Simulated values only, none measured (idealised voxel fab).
Name of the process module below: voxel transistor to metal
Square cell edge 5 nm, section width 175 nm, ID cut.
If you're reading a cross-section in this doc, picture square cells in a grid; it comes to you as bands, top ones listed first down to the bottom, and a band can be one or more rows of cells.
Band: top and bottom heights (nm) first, top before bottom; then materials from left to right, widths in nm. "all across" marks a sole material filling the band edge to edge. "blank" denotes empty space.
Zero point of the height axis is 0; under it, received wafer = one material. Lowest band: continues down indefinitely, "z 0 and below".
The notation "30->40" denotes a width that varies across the rows of cells in the band, beginning at the first number in the top row, finishing at the second number in the bottom row, and changing by an identical amount from each row to the next.
"identical to before" (step): cross-section cells unchanged, all of them.
Heads up: "Voids lacking openings" only lists the empty pockets with no open path to the top that are 8 cells or more, and it writes them as width x height at distance, distance from the left edge, in nm.
Whatever follows a step's settings on its line is a remark the simulator itself makes about that step.
overlay nm: where the mask lay relative to plan, measured to the right, on steps with a mask; negatives go left.

[Planned step list for the process]
1) op RECEIVE | material Si
2) op CONFORMAL_DEP | material SiO2 | thk nm 5
3) op CONFORMAL_DEP | material SiN | thk nm 10
4) op DIRECTIONAL_DEP | material aC | thk nm 15
5) op PATTERN | tone cover | mask id ACTIVE | material resist | width nm 115 | thk nm 35 | overlay nm 0
6) op DIRECTIONAL_ETCH | etch materials aC | depth nm 15
7) op STRIP | etch materials resist
8) op DIRECTIONAL_ETCH | etch materials SiN | depth nm 10
9) op DIRECTIONAL_ETCH | etch materials SiO2 | depth nm 5
10) op DIRECTIONAL_ETCH | etch materials Si | depth nm 35
11) op STRIP | etch materials aC
12) op OXIDIZE | depth nm 5
13) op FILL_DEP | material SiO2 | thk nm 10
14) op CMP | height nm 15
15) op SELECTIVE_ETCH | etch materials SiO2 | depth nm 5
16) op STRIP | etch materials SiN
17) op SELECTIVE_ETCH | etch materials SiO2 | depth nm 5
18) op OXIDIZE | depth nm 5
19) op DIRECTIONAL_DEP | material polySi | thk nm 30
20) op DIRECTIONAL_DEP | material SiCN | thk nm 10
21) op DIRECTIONAL_DEP | material aC | thk nm 15
22) op PATTERN | tone cover | mask id GATE | material resist | width nm 25 | thk nm 30 | overlay nm 0
23) op DIRECTIONAL_ETCH | etch materials aC | depth nm 15
24) op STRIP | etch materials resist
25) op DIRECTIONAL_ETCH | etch materials SiCN | depth nm 20
26) op DIRECTIONAL_ETCH | etch materials polySi | depth nm 40
27) op STRIP | etch materials aC
28) op CONFORMAL_DEP | material SiN | thk nm 10
29) op DIRECTIONAL_ETCH | etch materials SiN | depth nm 10
30) op DIRECTIONAL_ETCH | etch materials SiO2 | depth nm 5
31) op DIRECTIONAL_ETCH | etch materials Si | depth nm 5
32) op EPI | material pSi | thk nm 5
33) op FILL_DEP | material SiO2 | thk nm 5
34) op CMP | height nm 30
35) op STRIP | etch materials polySi
36) op SELECTIVE_ETCH | etch materials SiO2 | depth nm 5
37) op CONFORMAL_DEP | material HfO2 | thk nm 5
38) op CONFORMAL_DEP | material TiN | thk nm 5
39) op FILL_DEP | material W | thk nm 10
40) op CMP | height nm 25
41) op DIRECTIONAL_DEP | material SiO2 | thk nm 15
42) op DIRECTIONAL_DEP | material aC | thk nm 15
43) op PATTERN | tone open | mask id CONTACT | material resist | width nm 15 | pitch nm 80 | thk nm 35 | overlay nm 0
44) op DIRECTIONAL_ETCH | etch materials aC | depth nm 15
45) op STRIP | etch materials resist
46) op DIRECTIONAL_ETCH | etch materials SiO2 | depth nm 45
47) op STRIP | etch materials aC
48) op CONFORMAL_DEP | material TiN | thk nm 5
49) op FILL_DEP | material Ru | thk nm 10
50) op CMP | height nm 40
51) op DIRECTIONAL_DEP | material TiN | thk nm 5
52) op DIRECTIONAL_DEP | material W | thk nm 15
53) op MASKED_ETCH | tone cover | mask id METAL_1 | width nm 15 | pitch nm 80 | etch materials W | depth nm 15 | overlay nm 0
54) op MASKED_ETCH | tone cover | mask id METAL_1 | width nm 15 | pitch nm 80 | etch materials TiN | depth nm 5 | overlay nm 0
55) op CONFORMAL_DEP | material SiN | thk nm 5
56) op FILL_DEP | material SiO2 | thk nm 10
57) op CMP | height nm 60
58) op CONFORMAL_DEP | material SiCN | thk nm 5
varied across the wafers: width nm of step 43. The plan shows the first wafer's value. All wafers start alike

[Cross-section, first of several wafers, as delivered after step 1]
    z 0 and below  Si all across
    Voids lacking openings: none

[Post step 58, the closing step of the module: first of several wafers, cross-sectioned]
    z 65 to 60  SiCN all across
    z 60 to 45  SiO2=35, SiN=5, W=15, SiN=5, SiO2=55, SiN=5, W=15, SiN=5, SiO2=35
    z 45 to 40  SiN=40, TiN=15, SiN=65, TiN=15, SiN=40
    z 40 to 25  SiO2=40, TiN=5, Ru=5, TiN=5, SiO2=65, TiN=5, Ru=5, TiN=5, SiO2=40
    z 25 to 5  SiO2=40, TiN=5, Ru=5, TiN=5, SiO2=10, SiN=10, HfO2=5, TiN=5, W=5, TiN=5, HfO2=5, SiN=10, SiO2=10, TiN=5, Ru=5, TiN=5, SiO2=40
    z 5 to 0  SiO2=25, SiN=10, SiO2=5, TiN=5, Ru=5, TiN=5, SiO2=10, SiN=10, HfO2=5, TiN=15, HfO2=5, SiN=10, SiO2=10, TiN=5, Ru=5, TiN=5, SiO2=5, SiN=10, SiO2=25
    z 0 to -5  SiO2=40, TiN=15, SiO2=5, pSi=5, SiO2=5, HfO2=35, SiO2=5, pSi=5, SiO2=5, TiN=15, SiO2=40
    z -5 to -10  SiO2=35, pSi=30, Si=45, pSi=30, SiO2=35
    z -10 to -40  SiO2=35, Si=105, SiO2=35
    z -40 and below  Si all across
    Voids lacking openings: none

[A cross-section through the last wafer at the close of the module]
    z 65 to 60  SiCN all across
    z 60 to 45  SiO2=35, SiN=5, W=15, SiN=5, SiO2=55, SiN=5, W=15, SiN=5, SiO2=35
    z 45 to 40  SiN=40, TiN=15, SiN=65, TiN=15, SiN=40
    z 40 to 25  SiO2=35, TiN=5, Ru=20, TiN=5, SiO2=50, TiN=5, Ru=20, TiN=5, SiO2=30
    z 25 to 10  SiO2=35, TiN=5, Ru=20, TiN=5, SiN=10, HfO2=5, TiN=5, W=5, TiN=5, HfO2=5, SiN=10, SiO2=5, TiN=5, Ru=20, TiN=5, SiO2=30
    z 10 to 5  SiO2=35, TiN=5, Ru=20, TiN=5, SiN=10, HfO2=5, TiN=5, W=5, TiN=5, HfO2=5, SiN=10, SiO2=5, TiN=5, Ru=15, TiN=10, SiO2=30
    z 5 to 0  SiO2=25, SiN=10, TiN=5, Ru=15, TiN=10, SiN=10, HfO2=5, TiN=15, HfO2=5, SiN=10, SiO2=5, TiN=5, Ru=15, TiN=5, SiN=10, SiO2=25
    z 0 to -5  SiO2=35, TiN=25, pSi=5, SiO2=5, HfO2=35, SiO2=5, pSi=5, TiN=25, SiO2=35
    z -5 to -10  SiO2=35, pSi=30, Si=45, pSi=30, SiO2=35
    z -10 to -40  SiO2=35, Si=105, SiO2=35
    z -40 and below  Si all across
    Voids lacking openings: none

[Per wafer (row), end of module: delta in cells per material since receipt, (+) for gained, (-) for lost; closed voids after that]
width nm 15 | +17 HfO2 | +16 Ru | -145 Si | +35 SiCN | +65 SiN | +376 SiO2 | +55 TiN | +22 W | +14 pSi | Voids lacking openings: none
width nm 20 | +17 HfO2 | +32 Ru | -145 Si | +35 SiCN | +65 SiN | +358 SiO2 | +57 TiN | +22 W | +14 pSi | Voids lacking openings: none
width nm 25 | +17 HfO2 | +48 Ru | -145 Si | +35 SiCN | +65 SiN | +340 SiO2 | +59 TiN | +22 W | +14 pSi | Voids lacking openings: none
width nm 30 | +17 HfO2 | +61 Ru | -145 Si | +35 SiCN | +65 SiN | +325 SiO2 | +61 TiN | +22 W | +14 pSi | Voids lacking openings: none
